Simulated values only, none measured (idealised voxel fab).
Process module under the name voxel transistor to metal
Square cells of 5 nm make up the cross-section cut, whose width is 210 nm.
Just so we're on the same page, the cross-sections are grids of square cells, and they're listed out in bands top to bottom, each band one or more rows deep.
Each band's line starts with the height of the band's top and of its bottom, in nm. Then come its materials from left to right, each with its width in nm. One material with "everywhere" fills the band from edge to edge. "empty" is empty space.
It should be noted that heights are counted from 0, beneath which the wafer as supplied is of one material throughout, and that the lowest band possesses no lower boundary but continues downward, as written in "top 0, no bottom".
It should be noted that a width expressed as "30 to 40" varies in equal increments from row to row of cells within the band, taking the value of the first number at the top row and that of the second number at the bottom row.
When a step is marked "nothing different", none of the cells in the cross-section changed during that step.
Empty spaces counting at least 8 cells and having no open way to the top are listed in "Trapped voids". The notation width x height at distance is used for each, the distance being from the left edge and all three values in nm.
Note: text after step settings on the step line = simulator remark on that step.
A step's line can hold "overlay nm"; with a mask on that step, the setting says how far right of the planned place the mask lay, while a negative setting says it lay to the left.

**Process steps (planned)**
1) RECEIVE with material Si
2) CONFORMAL_DEP with material SiO2, thk nm 5
3) CONFORMAL_DEP with material SiN, thk nm 10
4) MASKED_ETCH with tone cover, mask id ACTIVE, width nm 115, etch materials SiN, depth nm 10, overlay nm 0
5) MASKED_ETCH with tone cover, mask id ACTIVE, width nm 115, etch materials SiO2, depth nm 5, overlay nm 0
6) MASKED_ETCH with tone cover, mask id ACTIVE, width nm 115, etch materials Si, depth nm 35, overlay nm 0
7) OXIDIZE with depth nm 5
8) FILL_DEP with material SiO2, thk nm 15
9) CMP with height nm 15
10) SELECTIVE_ETCH with etch materials SiO2, depth nm 5
11) STRIP with etch materials SiN
12) SELECTIVE_ETCH with etch materials SiO2, depth nm 5
13) OXIDIZE with depth nm 5
14) DIRECTIONAL_DEP with material polySi, thk nm 30
15) DIRECTIONAL_DEP with material SiCN, thk nm 10
16) PATTERN with tone cover, mask id GATE, material resist, width nm 25, thk nm 15, overlay nm 0
17) DIRECTIONAL_ETCH with etch materials SiCN, depth nm 20
18) DIRECTIONAL_ETCH with etch materials polySi, depth nm 40
19) STRIP with etch materials resist
20) CONFORMAL_DEP with material SiN, thk nm 10
21) DIRECTIONAL_ETCH with etch materials SiN, depth nm 10
22) DIRECTIONAL_ETCH with etch materials SiO2, depth nm 5
23) EPI with material nSi, thk nm 5
24) FILL_DEP with material SiO2, thk nm 5
25) CMP with height nm 40
26) DIRECTIONAL_DEP with material SiO2, thk nm 10
27) DIRECTIONAL_DEP with material aC, thk nm 10
28) PATTERN with tone open, mask id CONTACT, material resist, width nm 20, pitch nm 75, thk nm 30, overlay nm 0
29) DIRECTIONAL_ETCH with etch materials aC, depth nm 10
30) STRIP with etch materials resist
31) DIRECTIONAL_ETCH with etch materials SiO2, depth nm 50
32) STRIP with etch materials aC
33) CONFORMAL_DEP with material TiN, thk nm 5
34) FILL_DEP with material Ru, thk nm 5
35) CMP with height nm 50
36) CONFORMAL_DEP with material SiCN, thk nm 5
37) DIRECTIONAL_DEP with material lowk, thk nm 15
38) PATTERN with tone open, mask id METAL_1, material resist, width nm 20, pitch nm 75, thk nm 20, overlay nm 0
39) DIRECTIONAL_ETCH with etch materials lowk, depth nm 15
40) DIRECTIONAL_ETCH with etch materials SiCN, depth nm 5
41) STRIP with etch materials resist
42) CONFORMAL_DEP with material TiN, thk nm 5
43) FILL_DEP with material W, thk nm 5
44) CMP with height nm 70
45) CONFORMAL_DEP with material SiN, thk nm 5

**As-received state of the wafer in cross-section, equivalent to post-step 1**
top 0, no bottom = Si everywhere
Trapped voids: none

**Sectioned view, first of two wafers, at the close of the module, processed as intended in the plan**
top 75, bottom 70 = SiN everywhere
top 70, bottom 55 = lowk (55), then TiN (5), then W (10), then TiN (5), then lowk (55), then TiN (5), then W (10), then TiN (5), then lowk (60)
top 55, bottom 50 = SiCN (55), then TiN (20), then SiCN (55), then TiN (20), then SiCN (60)
top 50, bottom 40 = SiO2 (55), then TiN (5), then Ru (10), then TiN (5), then SiO2 (55), then TiN (5), then Ru (10), then TiN (5), then SiO2 (60)
top 40, bottom 30 = SiO2 (55), then TiN (5), then Ru (10), then TiN (5), then SiO2 (5), then SiN (10), then SiCN (25), then SiN (10), then SiO2 (5), then TiN (5), then Ru (10), then TiN (5), then SiO2 (60)
top 30, bottom 5 = SiO2 (55), then TiN (5), then Ru (10), then TiN (5), then SiO2 (5), then SiN (10), then polySi (25), then SiN (10), then SiO2 (5), then TiN (5), then Ru (10), then TiN (5), then SiO2 (60)
top 5, bottom 0 = SiO2 (40), then SiN (10), then SiO2 (5), then TiN (20), then SiO2 (5), then SiN (10), then polySi (25), then SiN (10), then SiO2 (5), then TiN (20), then SiO2 (5), then SiN (10), then SiO2 (45)
top 0, bottom -5 = SiO2 (50), then nSi (30), then SiO2 (45), then nSi (30), then SiO2 (55)
top -5, bottom -40 = SiO2 (50), then Si (105), then SiO2 (55)
top -40, no bottom = Si everywhere
Trapped voids: none

**End-of-module cross-section of the second wafer: identical starting point and process plan to the first, with one processing mistake**
top 75, bottom 70 = SiN everywhere
top 70, bottom 55 = lowk (55), then TiN (5), then W (10), then TiN (5), then lowk (55), then TiN (5), then W (10), then TiN (5), then lowk (60)
top 55, bottom 50 = SiCN (55), then TiN (20), then SiCN (55), then TiN (20), then SiCN (60)
top 50, bottom 40 = SiO2 (55), then TiN (5), then Ru (10), then TiN (5), then SiO2 (55), then TiN (5), then Ru (10), then TiN (5), then SiO2 (60)
top 40, bottom 35 = SiO2 (55), then TiN (5), then Ru (10), then TiN (5), then SiO2 (5), then SiN (10), then SiCN (25), then SiN (10), then SiO2 (5), then TiN (5), then Ru (10), then TiN (5), then SiO2 (60)
top 35, bottom 10 = SiO2 (55), then TiN (5), then Ru (10), then TiN (5), then SiO2 (5), then SiN (10), then polySi (25), then SiN (10), then SiO2 (5), then TiN (5), then Ru (10), then TiN (5), then SiO2 (60)
top 10, bottom 5 = SiO2 (55), then TiN (20), then SiO2 (5), then SiN (10), then polySi (25), then SiN (10), then SiO2 (5), then TiN (20), then SiO2 (60)
top 5, bottom 0 = SiO2 (40), then SiN (10), then nSi (30), then SiO2 (45), then nSi (30), then SiN (10), then SiO2 (45)
top 0, bottom -5 = nSi (40), then SiO2 (15), then Si (95), then SiO2 (15), then nSi (45)
top -5, no bottom = Si everywhere
Trapped voids: none
what went wrong: rather than as planned, step 4 actually ran as MASKED_ETCH with tone open, mask id ACTIVE, width nm 115, etch materials SiN, depth nm 10, overlay nm 0
FYI, end of process, the second wafer has more or fewer cells of some materials than the first: Ru -4; Si +166; SiCN -5; SiN -4; SiO2 -166; TiN -4; nSi +17
